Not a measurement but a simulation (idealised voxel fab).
A process module follows: voxel air gaps.
Each square cell in cross-section cut measures 5 nm, and the section as a whole is 165 nm wide.
This document writes a cross-section as a grid whose cells are square, and gives it as bands, listed from the top down; one or more rows of cells form a band.
Per band: top height and bottom height in nm, followed by the left-to-right materials and their widths in nm; "everywhere" marks a single material spanning edge to edge, "empty" marks empty space.
Convention: height 0 is the level below which the wafer, as received, is all one material. The lowest band does not terminate at the bottom but continues downward, represented as "z 0 and below".
The notation "30->40" denotes a width that varies across the rows of cells in the band, beginning at the first number in the top row, finishing at the second number in the bottom row, and changing by an identical amount from each row to the next.
Where a step carries "stayed the same", the cross-section came out of it unchanged, cell for cell.
Look at "Entrapped void list" for the closed voids: empty spaces with no open path to the top, sized 8 cells or up. Each is width x height at distance, distance from the left edge, all nm.
Heads up: the bit after the settings on a step's line is the simulator's remark on that step.
Regarding "overlay nm": on a step with a mask, it is the distance the mask lay to the right of its planned place; a negative value places it to the left.
# The following list gives the planned process steps
1: RECEIVE with material Si
2: CONFORMAL_DEP with material SiO2, thk nm 15
3: CONFORMAL_DEP with material SiCN, thk nm 5
4: DIRECTIONAL_DEP with material SiO2, thk nm 35
5: MASKED_ETCH with tone open, mask id LINES, width nm 15, pitch nm 45, etch materials SiO2, depth nm 35, overlay nm 0
6: CONFORMAL_DEP with material TiN, thk nm 5
7: FILL_DEP with material Cu, thk nm 5
8: CMP with height nm 55
9: EPI with material Ru, thk nm 10
10: SELECTIVE_ETCH with etch materials SiO2, depth nm 45
11: CONFORMAL_DEP with material SiCN, thk nm 5
Same starting wafers, different width nm at step 5. Plan value belongs to the first wafer.
# After step 1, as received: first of several wafers, cross-section
* z 0 and below: Si everywhere
* Entrapped void list: none
# Cross-section after step 11, the final step of the module, for the first of several wafers
* z 70 to 65: empty (15), SiCN (135), empty (15)
* z 65 to 55: empty (15), SiCN (5), Ru (35), SiCN (10), Ru (35), SiCN (10), Ru (35), SiCN (5), empty (15)
* z 55 to 50: empty (15), SiCN (15), TiN (5), Cu (5), TiN (5), SiCN (30), TiN (5), Cu (5), TiN (5), SiCN (30), TiN (5), Cu (5), TiN (5), SiCN (15), empty (15)
* z 50 to 25: empty (25), SiCN (5), TiN (5), Cu (5), TiN (5), SiCN (5), empty (20), SiCN (5), TiN (5), Cu (5), TiN (5), SiCN (5), empty (20), SiCN (5), TiN (5), Cu (5), TiN (5), SiCN (5), empty (25)
* z 25 to 20: SiCN (30), TiN (15), SiCN (30), TiN (15), SiCN (30), TiN (15), SiCN (30)
* z 20 to 15: SiCN everywhere
* z 15 to 0: SiO2 everywhere
* z 0 and below: Si everywhere
* Entrapped void list: 20 x 25 at 50; 20 x 25 at 95
# Final wafer of several, shown in cross-section at the end of the module
* z 70 to 65: empty (5), SiCN (150), empty (10)
* z 65 to 55: empty (5), SiCN (5), Ru (140), SiCN (5), empty (10)
* z 55 to 50: empty (5), SiCN (15), TiN (5), Cu (20), TiN (5), SiO2 (15), TiN (5), Cu (20), TiN (5), SiO2 (15), TiN (5), Cu (20), TiN (5), SiCN (15), empty (10)
* z 50 to 25: empty (15), SiCN (5), TiN (5), Cu (20), TiN (5), SiO2 (15), TiN (5), Cu (20), TiN (5), SiO2 (15), TiN (5), Cu (20), TiN (5), SiCN (5), empty (20)
* z 25 to 20: SiCN (20), TiN (30), SiO2 (15), TiN (30), SiO2 (15), TiN (30), SiCN (25)
* z 20 to 15: SiCN everywhere
* z 15 to 0: SiO2 everywhere
* z 0 and below: Si everywhere
* Entrapped void list: none
# So in this table every wafer gets its own row, and what you see is where it stands at the end of the module: for each material, how many cells it picked up (+) or gave up (-) since we received it, and after that its closed voids
width nm 15; +18 Cu; +42 Ru; +144 SiCN; +99 SiO2; +45 TiN; Entrapped void list: 20 x 25 at 50; 20 x 25 at 95
width nm 20; +36 Cu; +48 Ru; +136 SiCN; +99 SiO2; +48 TiN; Entrapped void list: 15 x 25 at 50; 15 x 25 at 95
width nm 25; +54 Cu; +54 Ru; +92 SiCN; +155 SiO2; +51 TiN; Entrapped void list: none
width nm 30; +72 Cu; +56 Ru; +92 SiCN; +141 SiO2; +54 TiN; Entrapped void list: none
